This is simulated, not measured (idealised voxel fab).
Documented hereafter: the process module known as voxel fin reveal.
cross-section cut | 215 nm wide | cells 5 nm
Cross-section format: a grid of square cells, given as bands from top to bottom; each band is one or more rows of cells.
Look at the band entry: it leads with the top's height and the bottom's height in nm. Then it lists the materials left to right, with a width in nm for each. The word "full width" on a single material says that material fills the band edge to edge. The word "blank" is empty space.
Convention: height 0 is the level below which the wafer, as received, is all one material. The lowest band does not terminate at the bottom but continues downward, represented as "0 and below".
You'd read "30..40" like this: the band's top row of cells is as wide as the first number, its bottom row is as wide as the second, and going down, every row changes width by the same amount as the row before did.
Where the words "no alterations made" appear for a step, the cross-section shows no cell changed by that step; every cell remained as before.
"Entrapped voids" means: voids of 8 cells or more that are shut off from the top with no open way through. Written width x height at distance, distance from the left edge, in nm.
Heads up: the bit after the settings on a step's line is the simulator's remark on that step.
"overlay nm", when on a step's line for a step with a mask, measures how far to the right of its planned place the mask lay; a negative measure means to the left.

Process steps foreseen in the plan
1: RECEIVE [material Si]
2: CONFORMAL_DEP [material SiN] [thk nm 10]
3: MASKED_ETCH [tone cover] [mask id FINS] [width nm 15] [pitch nm 45] [etch materials SiN] [depth nm 10] [overlay nm 0]
4: MASKED_ETCH [tone cover] [mask id FINS] [width nm 15] [pitch nm 45] [etch materials Si] [depth nm 30] [overlay nm 0]
5: OXIDIZE [depth nm 5]
6: FILL_DEP [material SiO2] [thk nm 15]
7: CMP [height nm 10]
8: SELECTIVE_ETCH [etch materials SiO2] [depth nm 20]
9: STRIP [etch materials SiN]

The first of a set of two wafers, run to plan

Step 1 complete: cross-section of the wafer as received
> 0 and below = Si full width
> Entrapped voids: none

After step 2: wafer cross-section
> 10 down to 0 = SiN full width
> Below 0, the layers are the same as they were.

After step 3: wafer cross-section
> 10 down to 0 = 75 of blank / 15 of SiN / 30 of blank / 15 of SiN / 80 of blank
> Below 0, the layers are the same as they were.

After step 4: wafer cross-section
> 10 down to 0 = 75 of blank / 15 of SiN / 30 of blank / 15 of SiN / 80 of blank
> 0 down to -30 = 75 of blank / 15 of Si / 30 of blank / 15 of Si / 80 of blank
> Below -30, the layers are the same as they were.

After step 5: wafer cross-section
> 10 down to 0 = 75 of blank / 15 of SiN / 30 of blank / 15 of SiN / 80 of blank
> 0 down to -30 = 75 of blank / 5 of SiO2 / 5 of Si / 5 of SiO2 / 30 of blank / 5 of SiO2 / 5 of Si / 5 of SiO2 / 80 of blank
> -30 down to -35 = 80 of SiO2 / 5 of Si / 40 of SiO2 / 5 of Si / 85 of SiO2
> Below -35, the layers are the same as they were.

After step 6: wafer cross-section
> 25 down to 10 = SiO2 full width
> 10 down to 0 = 75 of SiO2 / 15 of SiN / 30 of SiO2 / 15 of SiN / 80 of SiO2
> 0 down to -35 = 80 of SiO2 / 5 of Si / 40 of SiO2 / 5 of Si / 85 of SiO2
> Below -35, the layers are the same as they were.

After step 7: wafer cross-section
> 10 down to 0 = 75 of SiO2 / 15 of SiN / 30 of SiO2 / 15 of SiN / 80 of SiO2
> Below 0, the layers are the same as they were.

After step 8: wafer cross-section
> 10 down to 0 = 75 of blank / 15 of SiN / 30 of blank / 15 of SiN / 80 of blank
> 0 down to -10 = 80 of blank / 5 of Si / 40 of blank / 5 of Si / 85 of blank
> Below -10, the layers are the same as they were.

After step 9: wafer cross-section
> 0 down to -10 = 80 of blank / 5 of Si / 40 of blank / 5 of Si / 85 of blank
> Below -10, the layers are the same as they were.

Second wafer - shared start and plan with the first - one error in running - same as the first up to step 3 inclusive

Cross-section of the second wafer when, according to plan, step 4 should have finished
> 10 down to 0 = 75 of blank / 15 of SiN / 30 of blank / 15 of SiN / 80 of blank
> 0 down to -60 = 75 of blank / 15 of Si / 30 of blank / 15 of Si / 80 of blank
> Below -60, the layers are the same as they were.

Cross-section of the second wafer when, according to plan, step 5 should have finished
> 10 down to 0 = 75 of blank / 15 of SiN / 30 of blank / 15 of SiN / 80 of blank
> 0 down to -60 = 75 of blank / 5 of SiO2 / 5 of Si / 5 of SiO2 / 30 of blank / 5 of SiO2 / 5 of Si / 5 of SiO2 / 80 of blank
> -60 down to -65 = 80 of SiO2 / 5 of Si / 40 of SiO2 / 5 of Si / 85 of SiO2
> Below -65, the layers are the same as they were.

Cross-section of the second wafer when, according to plan, step 6 should have finished
> 25 down to 10 = SiO2 full width
> 10 down to 0 = 75 of SiO2 / 15 of SiN / 30 of SiO2 / 15 of SiN / 80 of SiO2
> 0 down to -65 = 80 of SiO2 / 5 of Si / 40 of SiO2 / 5 of Si / 85 of SiO2
> Below -65, the layers are the same as they were.

Cross-section of the second wafer when, according to plan, step 7 should have finished
> 10 down to 0 = 75 of SiO2 / 15 of SiN / 30 of SiO2 / 15 of SiN / 80 of SiO2
> Below 0, the layers are the same as they were.

Cross-section of the second wafer when, according to plan, step 8 should have finished
> 10 down to 0 = 75 of blank / 15 of SiN / 30 of blank / 15 of SiN / 80 of blank
> 0 down to -10 = 80 of blank / 5 of Si / 40 of blank / 5 of Si / 85 of blank
> Below -10, the layers are the same as they were.

Cross-section of the second wafer when, according to plan, step 9 should have finished
> 0 down to -10 = 80 of blank / 5 of Si / 40 of blank / 5 of Si / 85 of blank
> Below -10, the layers are the same as they were.
The plan and the run diverged here: heads up, step 4 of the plan got done twice
Upon completion, the second wafer contains, in terms of cells, a greater or smaller amount of certain materials than the first wafer: 246 fewer of Si, 246 more of SiO2
